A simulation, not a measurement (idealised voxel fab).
Name of the process module below: voxel wiring stack
It is cross-section cut that appears here, measuring 245 nm in width, its square cells being 5 nm in size.
Cross-sections here: square-cell grids, written as top-down lists of bands, a band being one or more rows of cells.
Heads up on the band format: heights come first, top then bottom, in nm. After that it's the materials left to right, each with its width in nm. A single material flagged "all across" fills the whole band edge to edge, and "empty" means there's empty space there.
Zero point of the height axis is 0; under it, received wafer = one material. Lowest band: continues down indefinitely, "0 down".
Note: "30->40" means the width goes from the first number (top row of the band) to the second number (bottom row) in equal steps per row of cells.
Take "no change" at face value: in the step it is given for, the cross-section changed in none of its cells.
Heads up: "Closed void inventory" only lists the empty pockets with no open path to the top that are 8 cells or more, and it writes them as width x height at distance, distance from the left edge, in nm.
That trailing text on a step's line, after the settings, is the simulator's own remark on the step.
overlay nm: for a step with a mask, the amount by which the mask lay right of where it was planned; a negative amount means left of it.
Steps in the process plan
1: op RECEIVE | material Si
2: op CONFORMAL_DEP | material SiO2 | thk nm 10
3: op DIRECTIONAL_DEP | material TiN | thk nm 5
4: op DIRECTIONAL_DEP | material Ru | thk nm 20
5: op PATTERN | tone cover | mask id METAL_1 | material resist | width nm 20 | pitch nm 35 | thk nm 15 | overlay nm 0
6: op DIRECTIONAL_ETCH | etch materials Ru | depth nm 20
7: op DIRECTIONAL_ETCH | etch materials TiN | depth nm 5
8: op STRIP | etch materials resist
9: op CONFORMAL_DEP | material SiN | thk nm 5
10: op FILL_DEP | material SiO2 | thk nm 5
11: op CMP | height nm 35
12: op CONFORMAL_DEP | material SiCN | thk nm 5
13: op DIRECTIONAL_DEP | material SiO2 | thk nm 20
14: op DIRECTIONAL_DEP | material aC | thk nm 15
15: op PATTERN | tone open | mask id PLUG_1 | material resist | width nm 15 | pitch nm 70 | thk nm 30 | overlay nm 0
16: op DIRECTIONAL_ETCH | etch materials aC | depth nm 15
17: op STRIP | etch materials resist
18: op DIRECTIONAL_ETCH | etch materials SiO2 | depth nm 20
19: op DIRECTIONAL_ETCH | etch materials SiCN | depth nm 5
20: op STRIP | etch materials aC
21: op EPI | material Ru | thk nm 10
22: op EPI | material Ru | thk nm 10
23: op EPI | material Ru | thk nm 5
24: op DIRECTIONAL_DEP | material TiN | thk nm 5
25: op DIRECTIONAL_DEP | material Ru | thk nm 20
26: op MASKED_ETCH | tone cover | mask id METAL_2 | width nm 20 | pitch nm 35 | etch materials Ru | depth nm 20 | overlay nm 0
27: op MASKED_ETCH | tone cover | mask id METAL_2 | width nm 20 | pitch nm 35 | etch materials TiN | depth nm 5 | overlay nm 0
28: op FILL_DEP | material SiO2 | thk nm 10
29: op CMP | height nm 85
30: op CONFORMAL_DEP | material SiCN | thk nm 5
31: op DIRECTIONAL_DEP | material SiO2 | thk nm 15
32: op MASKED_ETCH | tone open | mask id PLUG_2 | width nm 15 | pitch nm 35 | etch materials SiO2 | depth nm 15 | overlay nm 0
33: op MASKED_ETCH | tone open | mask id PLUG_2 | width nm 15 | pitch nm 35 | etch materials SiCN | depth nm 5 | overlay nm 0
34: op CONFORMAL_DEP | material TiN | thk nm 5
35: op FILL_DEP | material W | thk nm 5
36: op CMP | height nm 105
37: op DIRECTIONAL_DEP | material TiN | thk nm 5
38: op DIRECTIONAL_DEP | material W | thk nm 25
39: op PATTERN | tone cover | mask id METAL_3 | material resist | width nm 20 | pitch nm 35 | thk nm 20 | overlay nm 0
40: op DIRECTIONAL_ETCH | etch materials W | depth nm 25
41: op DIRECTIONAL_ETCH | etch materials TiN | depth nm 5
42: op STRIP | etch materials resist
43: op FILL_DEP | material SiO2 | thk nm 5
44: op CMP | height nm 135
45: op CONFORMAL_DEP | material SiN | thk nm 5
First out of two wafers; run went to plan
Incoming wafer, cross-sectional view, post step 1
> 0 down = Si all across
> Closed void inventory: none
Wafer after step 2 (cross-section)
> 10 to 0 = SiO2 all across
> Below a height of 0, the structure has not been altered.
Wafer after step 3 (cross-section)
> 15 to 10 = TiN all across
> Below a height of 10, the structure has not been altered.
Wafer after step 4 (cross-section)
> 35 to 15 = Ru all across
> Below a height of 15, the structure has not been altered.
Wafer after step 5 (cross-section)
> 50 to 35 = 60 nm empty, 20 nm resist, 15 nm empty, 20 nm resist, 15 nm empty, 20 nm resist, 15 nm empty, 20 nm resist, 60 nm empty
> Below a height of 35, the structure has not been altered.
Wafer after step 6 (cross-section)
> 50 to 35 = 60 nm empty, 20 nm resist, 15 nm empty, 20 nm resist, 15 nm empty, 20 nm resist, 15 nm empty, 20 nm resist, 60 nm empty
> 35 to 15 = 60 nm empty, 20 nm Ru, 15 nm empty, 20 nm Ru, 15 nm empty, 20 nm Ru, 15 nm empty, 20 nm Ru, 60 nm empty
> Below a height of 15, the structure has not been altered.
Wafer after step 7 (cross-section)
> 50 to 35 = 60 nm empty, 20 nm resist, 15 nm empty, 20 nm resist, 15 nm empty, 20 nm resist, 15 nm empty, 20 nm resist, 60 nm empty
> 35 to 15 = 60 nm empty, 20 nm Ru, 15 nm empty, 20 nm Ru, 15 nm empty, 20 nm Ru, 15 nm empty, 20 nm Ru, 60 nm empty
> 15 to 10 = 60 nm empty, 20 nm TiN, 15 nm empty, 20 nm TiN, 15 nm empty, 20 nm TiN, 15 nm empty, 20 nm TiN, 60 nm empty
> Below a height of 10, the structure has not been altered.
Wafer after step 8 (cross-section)
> 35 to 15 = 60 nm empty, 20 nm Ru, 15 nm empty, 20 nm Ru, 15 nm empty, 20 nm Ru, 15 nm empty, 20 nm Ru, 60 nm empty
> Below a height of 15, the structure has not been altered.
Wafer after step 9 (cross-section)
> 40 to 35 = 55 nm empty, 30 nm SiN, 5 nm empty, 30 nm SiN, 5 nm empty, 30 nm SiN, 5 nm empty, 30 nm SiN, 55 nm empty
> 35 to 15 = 55 nm empty, 5 nm SiN, 20 nm Ru, 5 nm SiN, 5 nm empty, 5 nm SiN, 20 nm Ru, 5 nm SiN, 5 nm empty, 5 nm SiN, 20 nm Ru, 5 nm SiN, 5 nm empty, 5 nm SiN, 20 nm Ru, 5 nm SiN, 55 nm empty
> 15 to 10 = 60 nm SiN, 20 nm TiN, 15 nm SiN, 20 nm TiN, 15 nm SiN, 20 nm TiN, 15 nm SiN, 20 nm TiN, 60 nm SiN
> Below a height of 10, the structure has not been altered.
Wafer after step 10 (cross-section)
> 45 to 40 = SiO2 all across
> 40 to 35 = 55 nm SiO2, 30 nm SiN, 5 nm SiO2, 30 nm SiN, 5 nm SiO2, 30 nm SiN, 5 nm SiO2, 30 nm SiN, 55 nm SiO2
> 35 to 15 = 55 nm SiO2, 5 nm SiN, 20 nm Ru, 5 nm SiN, 5 nm SiO2, 5 nm SiN, 20 nm Ru, 5 nm SiN, 5 nm SiO2, 5 nm SiN, 20 nm Ru, 5 nm SiN, 5 nm SiO2, 5 nm SiN, 20 nm Ru, 5 nm SiN, 55 nm SiO2
> Below a height of 15, the structure has not been altered.
Wafer after step 11 (cross-section)
> 35 to 15 = 55 nm SiO2, 5 nm SiN, 20 nm Ru, 5 nm SiN, 5 nm SiO2, 5 nm SiN, 20 nm Ru, 5 nm SiN, 5 nm SiO2, 5 nm SiN, 20 nm Ru, 5 nm SiN, 5 nm SiO2, 5 nm SiN, 20 nm Ru, 5 nm SiN, 55 nm SiO2
> Below a height of 15, the structure has not been altered.
Wafer after step 12 (cross-section)
> 40 to 35 = SiCN all across
> Below a height of 35, the structure has not been altered.
Wafer after step 13 (cross-section)
> 60 to 40 = SiO2 all across
> Below a height of 40, the structure has not been altered.
Wafer after step 14 (cross-section)
> 75 to 60 = aC all across
> Below a height of 60, the structure has not been altered.
Wafer after step 15 (cross-section)
> 105 to 75 = 60 nm resist, 15 nm empty, 55 nm resist, 15 nm empty, 100 nm resist
> Below a height of 75, the structure has not been altered.
Wafer after step 16 (cross-section)
> 90 to 75 = 60 nm resist, 15 nm empty, 55 nm resist, 15 nm empty, 100 nm resist
> 75 to 60 = 60 nm aC, 15 nm empty, 55 nm aC, 15 nm empty, 100 nm aC
> Below a height of 60, the structure has not been altered.
Wafer after step 17 (cross-section)
> 75 to 60 = 60 nm aC, 15 nm empty, 55 nm aC, 15 nm empty, 100 nm aC
> Below a height of 60, the structure has not been altered.
Wafer after step 18 (cross-section)
> 75 to 60 = 60 nm aC, 15 nm empty, 55 nm aC, 15 nm empty, 100 nm aC
> 60 to 40 = 60 nm SiO2, 15 nm empty, 55 nm SiO2, 15 nm empty, 100 nm SiO2
> Below a height of 40, the structure has not been altered.
Wafer after step 19 (cross-section)
> 75 to 60 = 60 nm aC, 15 nm empty, 55 nm aC, 15 nm empty, 100 nm aC
> 60 to 40 = 60 nm SiO2, 15 nm empty, 55 nm SiO2, 15 nm empty, 100 nm SiO2
> 40 to 35 = 60 nm SiCN, 15 nm empty, 55 nm SiCN, 15 nm empty, 100 nm SiCN
> Below a height of 35, the structure has not been altered.
Wafer after step 20 (cross-section)
> 60 to 40 = 60 nm SiO2, 15 nm empty, 55 nm SiO2, 15 nm empty, 100 nm SiO2
> Below a height of 40, the structure has not been altered.
Wafer after step 21 (cross-section)
> 60 to 45 = 60 nm SiO2, 15 nm empty, 55 nm SiO2, 15 nm empty, 100 nm SiO2
> 45 to 40 = 60 nm SiO2, 15 nm Ru, 55 nm SiO2, 15 nm Ru, 100 nm SiO2
> 40 to 35 = 60 nm SiCN, 15 nm Ru, 55 nm SiCN, 15 nm Ru, 100 nm SiCN
> Below a height of 35, the structure has not been altered.
Wafer after step 22 (cross-section)
> 60 to 55 = 60 nm SiO2, 15 nm empty, 55 nm SiO2, 15 nm empty, 100 nm SiO2
> 55 to 40 = 60 nm SiO2, 15 nm Ru, 55 nm SiO2, 15 nm Ru, 100 nm SiO2
> Below a height of 40, the structure has not been altered.
Wafer after step 23 (cross-section)
> 60 to 40 = 60 nm SiO2, 15 nm Ru, 55 nm SiO2, 15 nm Ru, 100 nm SiO2
> Below a height of 40, the structure has not been altered.
Wafer after step 24 (cross-section)
> 65 to 60 = TiN all across
> Below a height of 60, the structure has not been altered.
Wafer after step 25 (cross-section)
> 85 to 65 = Ru all across
> Below a height of 65, the structure has not been altered.
Wafer after step 26 (cross-section)
> 85 to 65 = 60 nm empty, 20 nm Ru, 15 nm empty, 20 nm Ru, 15 nm empty, 20 nm Ru, 15 nm empty, 20 nm Ru, 60 nm empty
> Below a height of 65, the structure has not been altered.
Wafer after step 27 (cross-section)
> 85 to 65 = 60 nm empty, 20 nm Ru, 15 nm empty, 20 nm Ru, 15 nm empty, 20 nm Ru, 15 nm empty, 20 nm Ru, 60 nm empty
> 65 to 60 = 60 nm empty, 20 nm TiN, 15 nm empty, 20 nm TiN, 15 nm empty, 20 nm TiN, 15 nm empty, 20 nm TiN, 60 nm empty
> Below a height of 60, the structure has not been altered.
Wafer after step 28 (cross-section)
> 95 to 85 = SiO2 all across
> 85 to 65 = 60 nm SiO2, 20 nm Ru, 15 nm SiO2, 20 nm Ru, 15 nm SiO2, 20 nm Ru, 15 nm SiO2, 20 nm Ru, 60 nm SiO2
> 65 to 60 = 60 nm SiO2, 20 nm TiN, 15 nm SiO2, 20 nm TiN, 15 nm SiO2, 20 nm TiN, 15 nm SiO2, 20 nm TiN, 60 nm SiO2
> Below a height of 60, the structure has not been altered.
Wafer after step 29 (cross-section)
> 85 to 65 = 60 nm SiO2, 20 nm Ru, 15 nm SiO2, 20 nm Ru, 15 nm SiO2, 20 nm Ru, 15 nm SiO2, 20 nm Ru, 60 nm SiO2
> Below a height of 65, the structure has not been altered.
Wafer after step 30 (cross-section)
> 90 to 85 = SiCN all across
> Below a height of 85, the structure has not been altered.
Wafer after step 31 (cross-section)
> 105 to 90 = SiO2 all across
> Below a height of 90, the structure has not been altered.
Wafer after step 32 (cross-section)
> 105 to 90 = 60 nm SiO2, 15 nm empty, 20 nm SiO2, 15 nm empty, 20 nm SiO2, 15 nm empty, 20 nm SiO2, 15 nm empty, 65 nm SiO2
> Below a height of 90, the structure has not been altered.
Wafer after step 33 (cross-section)
> 105 to 90 = 60 nm SiO2, 15 nm empty, 20 nm SiO2, 15 nm empty, 20 nm SiO2, 15 nm empty, 20 nm SiO2, 15 nm empty, 65 nm SiO2
> 90 to 85 = 60 nm SiCN, 15 nm empty, 20 nm SiCN, 15 nm empty, 20 nm SiCN, 15 nm empty, 20 nm SiCN, 15 nm empty, 65 nm SiCN
> Below a height of 85, the structure has not been altered.
Wafer after step 34 (cross-section)
> 110 to 105 = 65 nm TiN, 5 nm empty, 30 nm TiN, 5 nm empty, 30 nm TiN, 5 nm empty, 30 nm TiN, 5 nm empty, 70 nm TiN
> 105 to 90 = 60 nm SiO2, 5 nm TiN, 5 nm empty, 5 nm TiN, 20 nm SiO2, 5 nm TiN, 5 nm empty, 5 nm TiN, 20 nm SiO2, 5 nm TiN, 5 nm empty, 5 nm TiN, 20 nm SiO2, 5 nm TiN, 5 nm empty, 5 nm TiN, 65 nm SiO2
> 90 to 85 = 60 nm SiCN, 15 nm TiN, 20 nm SiCN, 15 nm TiN, 20 nm SiCN, 15 nm TiN, 20 nm SiCN, 15 nm TiN, 65 nm SiCN
> Below a height of 85, the structure has not been altered.
Wafer after step 35 (cross-section)
> 115 to 110 = W all across
> 110 to 105 = 65 nm TiN, 5 nm W, 30 nm TiN, 5 nm W, 30 nm TiN, 5 nm W, 30 nm TiN, 5 nm W, 70 nm TiN
> 105 to 90 = 60 nm SiO2, 5 nm TiN, 5 nm W, 5 nm TiN, 20 nm SiO2, 5 nm TiN, 5 nm W, 5 nm TiN, 20 nm SiO2, 5 nm TiN, 5 nm W, 5 nm TiN, 20 nm SiO2, 5 nm TiN, 5 nm W, 5 nm TiN, 65 nm SiO2
> Below a height of 90, the structure has not been altered.
Wafer after step 36 (cross-section)
> 105 to 90 = 60 nm SiO2, 5 nm TiN, 5 nm W, 5 nm TiN, 20 nm SiO2, 5 nm TiN, 5 nm W, 5 nm TiN, 20 nm SiO2, 5 nm TiN, 5 nm W, 5 nm TiN, 20 nm SiO2, 5 nm TiN, 5 nm W, 5 nm TiN, 65 nm SiO2
> Below a height of 90, the structure has not been altered.
Wafer after step 37 (cross-section)
> 110 to 105 = TiN all across
> Below a height of 105, the structure has not been altered.
Wafer after step 38 (cross-section)
> 135 to 110 = W all across
> Below a height of 110, the structure has not been altered.
Wafer after step 39 (cross-section)
> 155 to 135 = 60 nm empty, 20 nm resist, 15 nm empty, 20 nm resist, 15 nm empty, 20 nm resist, 15 nm empty, 20 nm resist, 60 nm empty
> Below a height of 135, the structure has not been altered.
Wafer after step 40 (cross-section)
> 155 to 135 = 60 nm empty, 20 nm resist, 15 nm empty, 20 nm resist, 15 nm empty, 20 nm resist, 15 nm empty, 20 nm resist, 60 nm empty
> 135 to 110 = 60 nm empty, 20 nm W, 15 nm empty, 20 nm W, 15 nm empty, 20 nm W, 15 nm empty, 20 nm W, 60 nm empty
> Below a height of 110, the structure has not been altered.
Wafer after step 41 (cross-section)
> 155 to 135 = 60 nm empty, 20 nm resist, 15 nm empty, 20 nm resist, 15 nm empty, 20 nm resist, 15 nm empty, 20 nm resist, 60 nm empty
> 135 to 110 = 60 nm empty, 20 nm W, 15 nm empty, 20 nm W, 15 nm empty, 20 nm W, 15 nm empty, 20 nm W, 60 nm empty
> 110 to 105 = 60 nm empty, 20 nm TiN, 15 nm empty, 20 nm TiN, 15 nm empty, 20 nm TiN, 15 nm empty, 20 nm TiN, 60 nm empty
> Below a height of 105, the structure has not been altered.
Wafer after step 42 (cross-section)
> 135 to 110 = 60 nm empty, 20 nm W, 15 nm empty, 20 nm W, 15 nm empty, 20 nm W, 15 nm empty, 20 nm W, 60 nm empty
> Below a height of 110, the structure has not been altered.
Wafer after step 43 (cross-section)
> 140 to 135 = SiO2 all across
> 135 to 110 = 60 nm SiO2, 20 nm W, 15 nm SiO2, 20 nm W, 15 nm SiO2, 20 nm W, 15 nm SiO2, 20 nm W, 60 nm SiO2
> 110 to 105 = 60 nm SiO2, 20 nm TiN, 15 nm SiO2, 20 nm TiN, 15 nm SiO2, 20 nm TiN, 15 nm SiO2, 20 nm TiN, 60 nm SiO2
> Below a height of 105, the structure has not been altered.
Wafer after step 44 (cross-section)
> 135 to 110 = 60 nm SiO2, 20 nm W, 15 nm SiO2, 20 nm W, 15 nm SiO2, 20 nm W, 15 nm SiO2, 20 nm W, 60 nm SiO2
> Below a height of 110, the structure has not been altered.
Wafer after step 45 (cross-section)
> 140 to 135 = SiN all across
> Below a height of 135, the structure has not been altered.
Second of two: same start, same plan, one run error; steps up to and including 1 match the first
Cross-section: second wafer, time at which step 2 was scheduled to end
> 5 to 0 = TiN all across
> Below a height of 0, the structure has not been altered.
Cross-section: second wafer, time at which step 3 was scheduled to end
> 15 to 5 = SiO2 all across
> Below a height of 5, the structure has not been altered.
Cross-section: second wafer, time at which step 4 was scheduled to end
> 35 to 15 = Ru all across
> Below a height of 15, the structure has not been altered.
Cross-section: second wafer, time at which step 5 was scheduled to end
> 50 to 35 = 60 nm empty, 20 nm resist, 15 nm empty, 20 nm resist, 15 nm empty, 20 nm resist, 15 nm empty, 20 nm resist, 60 nm empty
> Below a height of 35, the structure has not been altered.
Cross-section: second wafer, time at which step 6 was scheduled to end
> 50 to 35 = 60 nm empty, 20 nm resist, 15 nm empty, 20 nm resist, 15 nm empty, 20 nm resist, 15 nm empty, 20 nm resist, 60 nm empty
> 35 to 15 = 60 nm empty, 20 nm Ru, 15 nm empty, 20 nm Ru, 15 nm empty, 20 nm Ru, 15 nm empty, 20 nm Ru, 60 nm empty
> Below a height of 15, the structure has not been altered.
Cross-section: second wafer, time at which step 7 was scheduled to end: no change
Cross-section: second wafer, time at which step 8 was scheduled to end
> 35 to 15 = 60 nm empty, 20 nm Ru, 15 nm empty, 20 nm Ru, 15 nm empty, 20 nm Ru, 15 nm empty, 20 nm Ru, 60 nm empty
> Below a height of 15, the structure has not been altered.
Cross-section: second wafer, time at which step 9 was scheduled to end
> 40 to 35 = 55 nm empty, 30 nm SiN, 5 nm empty, 30 nm SiN, 5 nm empty, 30 nm SiN, 5 nm empty, 30 nm SiN, 55 nm empty
> 35 to 20 = 55 nm empty, 5 nm SiN, 20 nm Ru, 5 nm SiN, 5 nm empty, 5 nm SiN, 20 nm Ru, 5 nm SiN, 5 nm empty, 5 nm SiN, 20 nm Ru, 5 nm SiN, 5 nm empty, 5 nm SiN, 20 nm Ru, 5 nm SiN, 55 nm empty
> 20 to 15 = 60 nm SiN, 20 nm Ru, 15 nm SiN, 20 nm Ru, 15 nm SiN, 20 nm Ru, 15 nm SiN, 20 nm Ru, 60 nm SiN
> Below a height of 15, the structure has not been altered.
Cross-section: second wafer, time at which step 10 was scheduled to end
> 45 to 40 = SiO2 all across
> 40 to 35 = 55 nm SiO2, 30 nm SiN, 5 nm SiO2, 30 nm SiN, 5 nm SiO2, 30 nm SiN, 5 nm SiO2, 30 nm SiN, 55 nm SiO2
> 35 to 20 = 55 nm SiO2, 5 nm SiN, 20 nm Ru, 5 nm SiN, 5 nm SiO2, 5 nm SiN, 20 nm Ru, 5 nm SiN, 5 nm SiO2, 5 nm SiN, 20 nm Ru, 5 nm SiN, 5 nm SiO2, 5 nm SiN, 20 nm Ru, 5 nm SiN, 55 nm SiO2
> Below a height of 20, the structure has not been altered.
Cross-section: second wafer, time at which step 11 was scheduled to end
> 35 to 20 = 55 nm SiO2, 5 nm SiN, 20 nm Ru, 5 nm SiN, 5 nm SiO2, 5 nm SiN, 20 nm Ru, 5 nm SiN, 5 nm SiO2, 5 nm SiN, 20 nm Ru, 5 nm SiN, 5 nm SiO2, 5 nm SiN, 20 nm Ru, 5 nm SiN, 55 nm SiO2
> Below a height of 20, the structure has not been altered.
Cross-section: second wafer, time at which step 12 was scheduled to end
> 40 to 35 = SiCN all across
> Below a height of 35, the structure has not been altered.
Cross-section: second wafer, time at which step 13 was scheduled to end
> 60 to 40 = SiO2 all across
> Below a height of 40, the structure has not been altered.
Cross-section: second wafer, time at which step 14 was scheduled to end
> 75 to 60 = aC all across
> Below a height of 60, the structure has not been altered.
Cross-section: second wafer, time at which step 15 was scheduled to end
> 105 to 75 = 60 nm resist, 15 nm empty, 55 nm resist, 15 nm empty, 100 nm resist
> Below a height of 75, the structure has not been altered.
Cross-section: second wafer, time at which step 16 was scheduled to end
> 90 to 75 = 60 nm resist, 15 nm empty, 55 nm resist, 15 nm empty, 100 nm resist
> 75 to 60 = 60 nm aC, 15 nm empty, 55 nm aC, 15 nm empty, 100 nm aC
> Below a height of 60, the structure has not been altered.
Cross-section: second wafer, time at which step 17 was scheduled to end
> 75 to 60 = 60 nm aC, 15 nm empty, 55 nm aC, 15 nm empty, 100 nm aC
> Below a height of 60, the structure has not been altered.
Cross-section: second wafer, time at which step 18 was scheduled to end
> 75 to 60 = 60 nm aC, 15 nm empty, 55 nm aC, 15 nm empty, 100 nm aC
> 60 to 40 = 60 nm SiO2, 15 nm empty, 55 nm SiO2, 15 nm empty, 100 nm SiO2
> Below a height of 40, the structure has not been altered.
Cross-section: second wafer, time at which step 19 was scheduled to end
> 75 to 60 = 60 nm aC, 15 nm empty, 55 nm aC, 15 nm empty, 100 nm aC
> 60 to 40 = 60 nm SiO2, 15 nm empty, 55 nm SiO2, 15 nm empty, 100 nm SiO2
> 40 to 35 = 60 nm SiCN, 15 nm empty, 55 nm SiCN, 15 nm empty, 100 nm SiCN
> Below a height of 35, the structure has not been altered.
Cross-section: second wafer, time at which step 20 was scheduled to end
> 60 to 40 = 60 nm SiO2, 15 nm empty, 55 nm SiO2, 15 nm empty, 100 nm SiO2
> Below a height of 40, the structure has not been altered.
Cross-section: second wafer, time at which step 21 was scheduled to end
> 60 to 45 = 60 nm SiO2, 15 nm empty, 55 nm SiO2, 15 nm empty, 100 nm SiO2
> 45 to 40 = 60 nm SiO2, 15 nm Ru, 55 nm SiO2, 15 nm Ru, 100 nm SiO2
> 40 to 35 = 60 nm SiCN, 15 nm Ru, 55 nm SiCN, 15 nm Ru, 100 nm SiCN
> Below a height of 35, the structure has not been altered.
Cross-section: second wafer, time at which step 22 was scheduled to end
> 60 to 55 = 60 nm SiO2, 15 nm empty, 55 nm SiO2, 15 nm empty, 100 nm SiO2
> 55 to 40 = 60 nm SiO2, 15 nm Ru, 55 nm SiO2, 15 nm Ru, 100 nm SiO2
> Below a height of 40, the structure has not been altered.
Cross-section: second wafer, time at which step 23 was scheduled to end
> 60 to 40 = 60 nm SiO2, 15 nm Ru, 55 nm SiO2, 15 nm Ru, 100 nm SiO2
> Below a height of 40, the structure has not been altered.
Cross-section: second wafer, time at which step 24 was scheduled to end
> 65 to 60 = TiN all across
> Below a height of 60, the structure has not been altered.
Cross-section: second wafer, time at which step 25 was scheduled to end
> 85 to 65 = Ru all across
> Below a height of 65, the structure has not been altered.
Cross-section: second wafer, time at which step 26 was scheduled to end
> 85 to 65 = 60 nm empty, 20 nm Ru, 15 nm empty, 20 nm Ru, 15 nm empty, 20 nm Ru, 15 nm empty, 20 nm Ru, 60 nm empty
> Below a height of 65, the structure has not been altered.
Cross-section: second wafer, time at which step 27 was scheduled to end
> 85 to 65 = 60 nm empty, 20 nm Ru, 15 nm empty, 20 nm Ru, 15 nm empty, 20 nm Ru, 15 nm empty, 20 nm Ru, 60 nm empty
> 65 to 60 = 60 nm empty, 20 nm TiN, 15 nm empty, 20 nm TiN, 15 nm empty, 20 nm TiN, 15 nm empty, 20 nm TiN, 60 nm empty
> Below a height of 60, the structure has not been altered.
Cross-section: second wafer, time at which step 28 was scheduled to end
> 95 to 85 = SiO2 all across
> 85 to 65 = 60 nm SiO2, 20 nm Ru, 15 nm SiO2, 20 nm Ru, 15 nm SiO2, 20 nm Ru, 15 nm SiO2, 20 nm Ru, 60 nm SiO2
> 65 to 60 = 60 nm SiO2, 20 nm TiN, 15 nm SiO2, 20 nm TiN, 15 nm SiO2, 20 nm TiN, 15 nm SiO2, 20 nm TiN, 60 nm SiO2
> Below a height of 60, the structure has not been altered.
Cross-section: second wafer, time at which step 29 was scheduled to end
> 85 to 65 = 60 nm SiO2, 20 nm Ru, 15 nm SiO2, 20 nm Ru, 15 nm SiO2, 20 nm Ru, 15 nm SiO2, 20 nm Ru, 60 nm SiO2
> Below a height of 65, the structure has not been altered.
Cross-section: second wafer, time at which step 30 was scheduled to end
> 90 to 85 = SiCN all across
> Below a height of 85, the structure has not been altered.
Cross-section: second wafer, time at which step 31 was scheduled to end
> 105 to 90 = SiO2 all across
> Below a height of 90, the structure has not been altered.
Cross-section: second wafer, time at which step 32 was scheduled to end
> 105 to 90 = 60 nm SiO2, 15 nm empty, 20 nm SiO2, 15 nm empty, 20 nm SiO2, 15 nm empty, 20 nm SiO2, 15 nm empty, 65 nm SiO2
> Below a height of 90, the structure has not been altered.
Cross-section: second wafer, time at which step 33 was scheduled to end
> 105 to 90 = 60 nm SiO2, 15 nm empty, 20 nm SiO2, 15 nm empty, 20 nm SiO2, 15 nm empty, 20 nm SiO2, 15 nm empty, 65 nm SiO2
> 90 to 85 = 60 nm SiCN, 15 nm empty, 20 nm SiCN, 15 nm empty, 20 nm SiCN, 15 nm empty, 20 nm SiCN, 15 nm empty, 65 nm SiCN
> Below a height of 85, the structure has not been altered.
Cross-section: second wafer, time at which step 34 was scheduled to end
> 110 to 105 = 65 nm TiN, 5 nm empty, 30 nm TiN, 5 nm empty, 30 nm TiN, 5 nm empty, 30 nm TiN, 5 nm empty, 70 nm TiN
> 105 to 90 = 60 nm SiO2, 5 nm TiN, 5 nm empty, 5 nm TiN, 20 nm SiO2, 5 nm TiN, 5 nm empty, 5 nm TiN, 20 nm SiO2, 5 nm TiN, 5 nm empty, 5 nm TiN, 20 nm SiO2, 5 nm TiN, 5 nm empty, 5 nm TiN, 65 nm SiO2
> 90 to 85 = 60 nm SiCN, 15 nm TiN, 20 nm SiCN, 15 nm TiN, 20 nm SiCN, 15 nm TiN, 20 nm SiCN, 15 nm TiN, 65 nm SiCN
> Below a height of 85, the structure has not been altered.
Cross-section: second wafer, time at which step 35 was scheduled to end
> 115 to 110 = W all across
> 110 to 105 = 65 nm TiN, 5 nm W, 30 nm TiN, 5 nm W, 30 nm TiN, 5 nm W, 30 nm TiN, 5 nm W, 70 nm TiN
> 105 to 90 = 60 nm SiO2, 5 nm TiN, 5 nm W, 5 nm TiN, 20 nm SiO2, 5 nm TiN, 5 nm W, 5 nm TiN, 20 nm SiO2, 5 nm TiN, 5 nm W, 5 nm TiN, 20 nm SiO2, 5 nm TiN, 5 nm W, 5 nm TiN, 65 nm SiO2
> Below a height of 90, the structure has not been altered.
Cross-section: second wafer, time at which step 36 was scheduled to end
> 105 to 90 = 60 nm SiO2, 5 nm TiN, 5 nm W, 5 nm TiN, 20 nm SiO2, 5 nm TiN, 5 nm W, 5 nm TiN, 20 nm SiO2, 5 nm TiN, 5 nm W, 5 nm TiN, 20 nm SiO2, 5 nm TiN, 5 nm W, 5 nm TiN, 65 nm SiO2
> Below a height of 90, the structure has not been altered.
Cross-section: second wafer, time at which step 37 was scheduled to end
> 110 to 105 = TiN all across
> Below a height of 105, the structure has not been altered.
Cross-section: second wafer, time at which step 38 was scheduled to end
> 135 to 110 = W all across
> Below a height of 110, the structure has not been altered.
Cross-section: second wafer, time at which step 39 was scheduled to end
> 155 to 135 = 60 nm empty, 20 nm resist, 15 nm empty, 20 nm resist, 15 nm empty, 20 nm resist, 15 nm empty, 20 nm resist, 60 nm empty
> Below a height of 135, the structure has not been altered.
Cross-section: second wafer, time at which step 40 was scheduled to end
> 155 to 135 = 60 nm empty, 20 nm resist, 15 nm empty, 20 nm resist, 15 nm empty, 20 nm resist, 15 nm empty, 20 nm resist, 60 nm empty
> 135 to 110 = 60 nm empty, 20 nm W, 15 nm empty, 20 nm W, 15 nm empty, 20 nm W, 15 nm empty, 20 nm W, 60 nm empty
> Below a height of 110, the structure has not been altered.
Cross-section: second wafer, time at which step 41 was scheduled to end
> 155 to 135 = 60 nm empty, 20 nm resist, 15 nm empty, 20 nm resist, 15 nm empty, 20 nm resist, 15 nm empty, 20 nm resist, 60 nm empty
> 135 to 110 = 60 nm empty, 20 nm W, 15 nm empty, 20 nm W, 15 nm empty, 20 nm W, 15 nm empty, 20 nm W, 60 nm empty
> 110 to 105 = 60 nm empty, 20 nm TiN, 15 nm empty, 20 nm TiN, 15 nm empty, 20 nm TiN, 15 nm empty, 20 nm TiN, 60 nm empty
> Below a height of 105, the structure has not been altered.
Cross-section: second wafer, time at which step 42 was scheduled to end
> 135 to 110 = 60 nm empty, 20 nm W, 15 nm empty, 20 nm W, 15 nm empty, 20 nm W, 15 nm empty, 20 nm W, 60 nm empty
> Below a height of 110, the structure has not been altered.
Cross-section: second wafer, time at which step 43 was scheduled to end
> 140 to 135 = SiO2 all across
> 135 to 110 = 60 nm SiO2, 20 nm W, 15 nm SiO2, 20 nm W, 15 nm SiO2, 20 nm W, 15 nm SiO2, 20 nm W, 60 nm SiO2
> 110 to 105 = 60 nm SiO2, 20 nm TiN, 15 nm SiO2, 20 nm TiN, 15 nm SiO2, 20 nm TiN, 15 nm SiO2, 20 nm TiN, 60 nm SiO2
> Below a height of 105, the structure has not been altered.
Cross-section: second wafer, time at which step 44 was scheduled to end
> 135 to 110 = 60 nm SiO2, 20 nm W, 15 nm SiO2, 20 nm W, 15 nm SiO2, 20 nm W, 15 nm SiO2, 20 nm W, 60 nm SiO2
> Below a height of 110, the structure has not been altered.
Cross-section: second wafer, time at which step 45 was scheduled to end
> 140 to 135 = SiN all across
> Below a height of 135, the structure has not been altered.
Run error: steps 2 and 3: order swapped relative to plan
Bottom line after processing is that, in cells, the second wafer is up or down on some materials versus the first: -8 SiN; -25 SiO2; +33 TiN
